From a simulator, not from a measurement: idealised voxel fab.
process module | voxel fin reveal
cross-section cut | 250 nm wide | cells 5 nm
A cross-section is a grid of square cells, given in bands from the top down. A band is one or more rows of cells.
Each band's line starts with the height of the band's top and of its bottom, in nm. Then come its materials from left to right, each with its width in nm. One material with "throughout" fills the band from edge to edge. "air" is empty space.
Height 0 is the level under which the wafer as received is all one material. The lowest band goes on downwards, as in "0 down".
A width such as "30 to 40" changes by the same amount from each row of cells to the next, from the band's top row to its bottom row.
"no change" after a step means that no cell of the cross-section changed.
closed voids: empty space of 8 cells or more with no open way to the top, each as width x height at its distance from the left edge, in nm
after a step's settings: what the simulator itself notes on the step
overlay nm, on a step with a mask: how far to the right of its planned place the mask lay; to the left if negative
plan
1 op RECEIVE | material Si
2 op CONFORMAL_DEP | material SiN | thk nm 5
3 op DIRECTIONAL_DEP | material aC | thk nm 15
4 op PATTERN | tone cover | mask id FINS | material resist | width nm 15 | pitch nm 35 | thk nm 30 | overlay nm 0
5 op DIRECTIONAL_ETCH | etch materials aC | depth nm 15
6 op STRIP | etch materials resist
7 op DIRECTIONAL_ETCH | etch materials SiN | depth nm 5
8 op DIRECTIONAL_ETCH | etch materials Si | depth nm 35
9 op STRIP | etch materials aC
10 op OXIDIZE | depth nm 5
11 op FILL_DEP | material SiO2 | thk nm 5
12 op CMP | height nm 5
13 op SELECTIVE_ETCH | etch materials SiO2 | depth nm 20
14 op STRIP | etch materials SiN
15 op CONFORMAL_DEP | material SiO2 | thk nm 5
as received, after step 1
  0 down: Si throughout
  closed voids: none
first wafer at the end, as planned
  5 to 0: air 100 | SiO2 15 | air 20 | SiO2 15 | air 100
  0 to -10: air 100 | SiO2 5 | Si 5 | SiO2 5 | air 20 | SiO2 5 | Si 5 | SiO2 5 | air 100
  -10 to -40: SiO2 105 | Si 5 | SiO2 30 | Si 5 | SiO2 105
  -40 down: Si throughout
  closed voids: none
second wafer at the end: like start, like plan, one mistake
  5 to 0: air 100 | SiO2 20 | air 15 | SiO2 20 | air 95
  0 to -10: air 100 | SiO2 5 | Si 10 | SiO2 5 | air 15 | SiO2 5 | Si 10 | SiO2 5 | air 95
  -10 to -40: SiO2 105 | Si 10 | SiO2 25 | Si 10 | SiO2 100
  -40 down: Si throughout
  closed voids: none
what went wrong: step 4 ran as: op PATTERN | tone cover | mask id FINS | material resist | width nm 20 | pitch nm 35 | thk nm 30 | overlay nm 0
at the end the second wafer has, in cells: 16 more of Si | 10 fewer of SiO2
